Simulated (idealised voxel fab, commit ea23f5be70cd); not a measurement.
Process module, titled voxel capacitor over wiring
Section cut is 205 nm wide and gridded with 5 nm square cells.
Just so we're on the same page, the cross-sections are grids of square cells, and they're listed out in bands top to bottom, each band one or more rows deep.
First you get the band's top height and its bottom height, in nm, and then the materials it's made of, left to right, with each width in nm. If you see a single material with "everywhere", that one covers the band edge to edge. "empty" is empty space.
Counting heights begins at 0, where everything beneath is, in the wafer as received, one material. The lowest band has no bottom; it goes on downwards, as "0 nm and below" shows.
Width "30 to 40": first value at the band's top row of cells, second value at its bottom row, equal change from row to row.
Given "no alteration" for a step, no cell of the cross-section differs between before and after that step.
"Closed internal cavities" means: voids of 8 cells or more that are shut off from the top with no open way through. Written width x height at distance, distance from the left edge, in nm.
Anything after a step's settings on that line? It's the simulator's own note about the step.
"overlay nm", when on a step's line for a step with a mask, measures how far to the right of its planned place the mask lay; a negative measure means to the left.
Plan:
1 RECEIVE [material Si]
2 CONFORMAL_DEP [material SiO2] [thk nm 15]
3 CONFORMAL_DEP [material SiCN] [thk nm 5]
4 DIRECTIONAL_DEP [material lowk] [thk nm 25]
5 MASKED_ETCH [tone open] [mask id METAL_1] [width nm 25] [pitch nm 90] [etch materials lowk] [depth nm 25] [overlay nm 0]
6 MASKED_ETCH [tone open] [mask id METAL_1] [width nm 25] [pitch nm 90] [etch materials SiCN] [depth nm 5] [overlay nm 0]
7 CONFORMAL_DEP [material TiN] [thk nm 5]
8 FILL_DEP [material Cu] [thk nm 5]
9 CMP [height nm 45]
10 CONFORMAL_DEP [material SiCN] [thk nm 5]
11 DIRECTIONAL_DEP [material lowk] [thk nm 10]
12 DIRECTIONAL_DEP [material aC] [thk nm 15]
13 PATTERN [tone open] [mask id PLUG_1] [material resist] [width nm 15] [thk nm 30] [overlay nm 0]
14 DIRECTIONAL_ETCH [etch materials aC] [depth nm 15]
15 STRIP [etch materials resist]
16 DIRECTIONAL_ETCH [etch materials lowk] [depth nm 10]
17 DIRECTIONAL_ETCH [etch materials SiCN] [depth nm 5]
18 STRIP [etch materials aC]
19 EPI [material Ru] [thk nm 10]
20 EPI [material Ru] [thk nm 5]
21 DIRECTIONAL_DEP [material TiN] [thk nm 5]
22 DIRECTIONAL_DEP [material SiN] [thk nm 5]
23 DIRECTIONAL_DEP [material TiN] [thk nm 5]
24 PATTERN [tone cover] [mask id UPPER_PLATE] [material resist] [width nm 70] [thk nm 15] [overlay nm 0]
25 DIRECTIONAL_ETCH [etch materials TiN] [depth nm 5]
26 DIRECTIONAL_ETCH [etch materials SiN] [depth nm 5]
27 STRIP [etch materials resist]
28 DIRECTIONAL_DEP [material aC] [thk nm 15]
29 PATTERN [tone cover] [mask id LOWER_PLATE] [material resist] [width nm 80] [thk nm 35] [overlay nm 0]
30 DIRECTIONAL_ETCH [etch materials aC] [depth nm 15]
31 STRIP [etch materials resist]
32 DIRECTIONAL_ETCH [etch materials TiN] [depth nm 5]
33 STRIP [etch materials aC]
34 FILL_DEP [material SiO2] [thk nm 20]
35 CMP [height nm 90]
36 DIRECTIONAL_DEP [material aC] [thk nm 15]
37 PATTERN [tone open] [mask id PLUG_2] [material resist] [width nm 15] [thk nm 35] [overlay nm 0]
38 DIRECTIONAL_ETCH [etch materials aC] [depth nm 15]
39 STRIP [etch materials resist]
40 DIRECTIONAL_ETCH [etch materials SiO2] [depth nm 15]
41 STRIP [etch materials aC]
42 CONFORMAL_DEP [material TiN] [thk nm 5]
43 FILL_DEP [material Cu] [thk nm 10]
44 CMP [height nm 90]
45 CONFORMAL_DEP [material SiCN] [thk nm 5]
Cross-sectional view of the wafer in its as-received condition, corresponding to the state after step 1:
- 0 nm and below: Si everywhere
- Closed internal cavities: none
Figure: cross-sectional view of the wafer upon completion of the module, processed from the initial state and according to the plan depicted above, with one error introduced during execution:
- 95 nm to 90 nm: SiCN everywhere
- 90 nm to 80 nm: 65 of SiO2, then 5 of TiN, then 5 of Cu, then 5 of TiN, then 125 of SiO2
- 80 nm to 75 nm: 65 of SiO2, then 15 of TiN, then 125 of SiO2
- 75 nm to 70 nm: SiO2 everywhere
- 70 nm to 65 nm: 55 of SiO2, then 70 of SiN, then 80 of SiO2
- 65 nm to 60 nm: 50 of TiN, then 5 of SiO2, then 70 of TiN, then 5 of SiO2, then 75 of TiN
- 60 nm to 50 nm: 55 of lowk, then 15 of Ru, then 135 of lowk
- 50 nm to 45 nm: 55 of SiCN, then 15 of Ru, then 135 of SiCN
- 45 nm to 20 nm: 45 of lowk, then 5 of TiN, then 15 of Cu, then 5 of TiN, then 65 of lowk, then 5 of TiN, then 15 of Cu, then 5 of TiN, then 45 of lowk
- 20 nm to 15 nm: 45 of SiCN, then 25 of TiN, then 65 of SiCN, then 25 of TiN, then 45 of SiCN
- 15 nm to 0 nm: SiO2 everywhere
- 0 nm and below: Si everywhere
- Closed internal cavities: none
Which mistake was made when the wafer was run? step 29 ran with different settings than intended, the actual operation and settings being PATTERN [tone open] [mask id LOWER_PLATE] [material resist] [width nm 80] [thk nm 35] [overlay nm 0]
